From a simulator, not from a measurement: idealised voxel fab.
The process module presented herein is designated voxel capacitor over wiring.
Xsec cut, 210 nm wide, square cell size 5 nm.
In what follows, cross-sections appear as grids of square cells, described through bands that run from the top down, where every band is one or more rows of cells. A band entry consists of two parts. The first gives the height of the band's top and the height of its bottom, in nm. The rest lists the band's materials from left to right, each with its width in nm. A single material labelled with the word "throughout" fills the band from edge to edge, and the word "air" marks empty space. We count height from 0. Below that, the starting wafer is all one material. The lowest band never ends at the bottom but goes on down; see "0 down" for how that is written. Quick explanation for "30..40": the width changes in equal steps down the rows of cells, from the first number in the band's top row to the second number in its bottom row. The designation "changes: none", where it is given for a processing step, indicates that no cell of the cross-section was altered in the course of that step. "Voids, sealed": empty spaces of 8 cells or more with no open way to the top, each given as width x height at distance, distance from the left edge, all in nm. On each step's line, the part that comes after the settings is the simulator's own comment on the step. overlay nm: mask right of planned place by this much (step with mask). Neg. = left.
# Planned process steps
| 1 | op RECEIVE | material Si |
| 2 | op CONFORMAL_DEP | material SiO2 | thk nm 10 |
| 3 | op CONFORMAL_DEP | material SiCN | thk nm 5 |
| 4 | op DIRECTIONAL_DEP | material SiO2 | thk nm 25 |
| 5 | op PATTERN | tone open | mask id METAL_1 | material resist | width nm 25 | pitch nm 80 | thk nm 20 | overlay nm 0 |
| 6 | op DIRECTIONAL_ETCH | etch materials SiO2 | depth nm 25 |
| 7 | op DIRECTIONAL_ETCH | etch materials SiCN | depth nm 5 |
| 8 | op STRIP | etch materials resist |
| 9 | op CONFORMAL_DEP | material TiN | thk nm 5 |
| 10 | op FILL_DEP | material Ru | thk nm 10 |
| 11 | op CMP | height nm 40 |
| 12 | op CONFORMAL_DEP | material SiCN | thk nm 5 |
| 13 | op DIRECTIONAL_DEP | material lowk | thk nm 15 |
| 14 | op PATTERN | tone open | mask id PLUG_1 | material resist | width nm 15 | thk nm 15 | overlay nm 0 |
| 15 | op DIRECTIONAL_ETCH | etch materials lowk | depth nm 15 |
| 16 | op DIRECTIONAL_ETCH | etch materials SiCN | depth nm 5 |
| 17 | op STRIP | etch materials resist |
| 18 | op EPI | material Ru | thk nm 10 |
| 19 | op EPI | material Ru | thk nm 10 |
| 20 | op DIRECTIONAL_DEP | material TiN | thk nm 10 |
| 21 | op DIRECTIONAL_DEP | material Al2O3 | thk nm 5 |
| 22 | op DIRECTIONAL_DEP | material TiN | thk nm 10 |
| 23 | op DIRECTIONAL_DEP | material aC | thk nm 10 |
| 24 | op PATTERN | tone cover | mask id UPPER_PLATE | material resist | width nm 60 | thk nm 25 | overlay nm 0 |
| 25 | op DIRECTIONAL_ETCH | etch materials aC | depth nm 10 |
| 26 | op STRIP | etch materials resist |
| 27 | op DIRECTIONAL_ETCH | etch materials TiN | depth nm 10 |
| 28 | op DIRECTIONAL_ETCH | etch materials Al2O3 | depth nm 5 |
| 29 | op STRIP | etch materials aC |
| 30 | op DIRECTIONAL_DEP | material aC | thk nm 15 |
| 31 | op PATTERN | tone cover | mask id LOWER_PLATE | material resist | width nm 70 | thk nm 30 | overlay nm 0 |
| 32 | op DIRECTIONAL_ETCH | etch materials aC | depth nm 15 |
| 33 | op STRIP | etch materials resist |
| 34 | op DIRECTIONAL_ETCH | etch materials TiN | depth nm 10 |
| 35 | op STRIP | etch materials aC |
| 36 | op FILL_DEP | material SiO2 | thk nm 15 |
| 37 | op CMP | height nm 95 |
| 38 | op DIRECTIONAL_DEP | material aC | thk nm 10 |
| 39 | op PATTERN | tone open | mask id PLUG_2 | material resist | width nm 15 | thk nm 25 | overlay nm 0 |
| 40 | op DIRECTIONAL_ETCH | etch materials aC | depth nm 10 |
| 41 | op STRIP | etch materials resist |
| 42 | op DIRECTIONAL_ETCH | etch materials SiO2 | depth nm 10 |
| 43 | op STRIP | etch materials aC |
| 44 | op CONFORMAL_DEP | material TiN | thk nm 5 |
| 45 | op FILL_DEP | material Cu | thk nm 5 |
| 46 | op CMP | height nm 95 |
| 47 | op CONFORMAL_DEP | material SiN | thk nm 5 |
# Wafer as received: cross-section following step 1
* 0 down = Si throughout
* Voids, sealed: none
# End state of the module in cross-section, given the above starting point and plan and one mistake in execution
* 100 to 95 = SiN throughout
* 95 to 90 = SiO2 70 / TiN 5 / Cu 5 / TiN 5 / SiO2 125
* 90 to 85 = SiO2 70 / TiN 15 / SiO2 125
* 85 to 75 = SiO2 throughout
* 75 to 70 = Al2O3 throughout
* 70 to 60 = TiN throughout
* 60 to 45 = lowk 60 / Ru 15 / lowk 135
* 45 to 40 = SiCN 60 / Ru 15 / SiCN 135
* 40 to 15 = SiO2 50 / TiN 5 / Ru 15 / TiN 5 / SiO2 55 / TiN 5 / Ru 15 / TiN 5 / SiO2 55
* 15 to 10 = SiCN 50 / TiN 25 / SiCN 55 / TiN 25 / SiCN 55
* 10 to 0 = SiO2 throughout
* 0 down = Si throughout
* Voids, sealed: none
The mistake made against the process plan was this: step 22 did not happen as planned, as run it was op DIRECTIONAL_DEP | material SiO2 | thk nm 10
